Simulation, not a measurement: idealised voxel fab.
The following is a process module called voxel double patterning.
Displayed cross-section: cut, width of 185 nm, square cells sized 5 nm.
Heads up, the way a cross-section reads in here is a grid of square cells, handed over as bands from the top down, with every band being one or more rows of cells.
Look at the band entry: it leads with the top's height and the bottom's height in nm. Then it lists the materials left to right, with a width in nm for each. The word "everywhere" on a single material says that material fills the band edge to edge. The word "blank" is empty space.
We count height from 0. Below that, the starting wafer is all one material. The lowest band never ends at the bottom but goes on down; see "0 down" for how that is written.
Width: "30 to 40" (first number = top row, second number = bottom row, same change from row to row of cells).
Step marked "stayed the same"? Then no cell in the cross-section changed in it.
"Enclosed void list": empty spaces of 8 cells or more with no open way to the top, each given as width x height at distance, distance from the left edge, all in nm.
Where a step's line continues beyond its settings, the continuation is a remark by the simulator itself on that step.
When a step includes a mask, the "overlay nm" setting on its line states how far to the right of its planned place that mask lay, and negative values state how far to the left.

Steps planned for the process:
- 1: RECEIVE, material Si
- 2: CONFORMAL_DEP, material SiO2, thk nm 5
- 3: DIRECTIONAL_DEP, material TiN, thk nm 15
- 4: DIRECTIONAL_DEP, material SiN, thk nm 10
- 5: DIRECTIONAL_DEP, material aC, thk nm 15
- 6: PATTERN, tone open, mask id FIRST, material resist, width nm 15, pitch nm 50, thk nm 30, overlay nm 0
- 7: DIRECTIONAL_ETCH, etch materials aC, depth nm 15
- 8: STRIP, etch materials resist
- 9: DIRECTIONAL_ETCH, etch materials SiN, depth nm 10
- 10: STRIP, etch materials aC
- 11: PATTERN, tone open, mask id SECOND, material resist, width nm 15, pitch nm 50, thk nm 20, overlay nm 0
- 12: DIRECTIONAL_ETCH, etch materials SiN, depth nm 10
- 13: STRIP, etch materials resist
- 14: DIRECTIONAL_ETCH, etch materials TiN, depth nm 15
- 15: STRIP, etch materials SiN

As-received state of the wafer in cross-section, equivalent to post-step 1:
    0 down  Si everywhere
    Enclosed void list: none

Cross-section, end of module. Start: as above. Plan: as above. Execution: one mistake:
    20 to 5  35 nm TiN, then 15 nm blank, then 5 nm TiN, then 15 nm blank, then 15 nm TiN, then 15 nm blank, then 5 nm TiN, then 15 nm blank, then 15 nm TiN, then 15 nm blank, then 35 nm TiN
    5 to 0  SiO2 everywhere
    0 down  Si everywhere
    Enclosed void list: none
The mistake made against the process plan was this: step 11 was run on a setting that differed from the plan, and what really ran there is PATTERN, tone open, mask id SECOND, material resist, width nm 15, pitch nm 50, thk nm 20, overlay nm -5
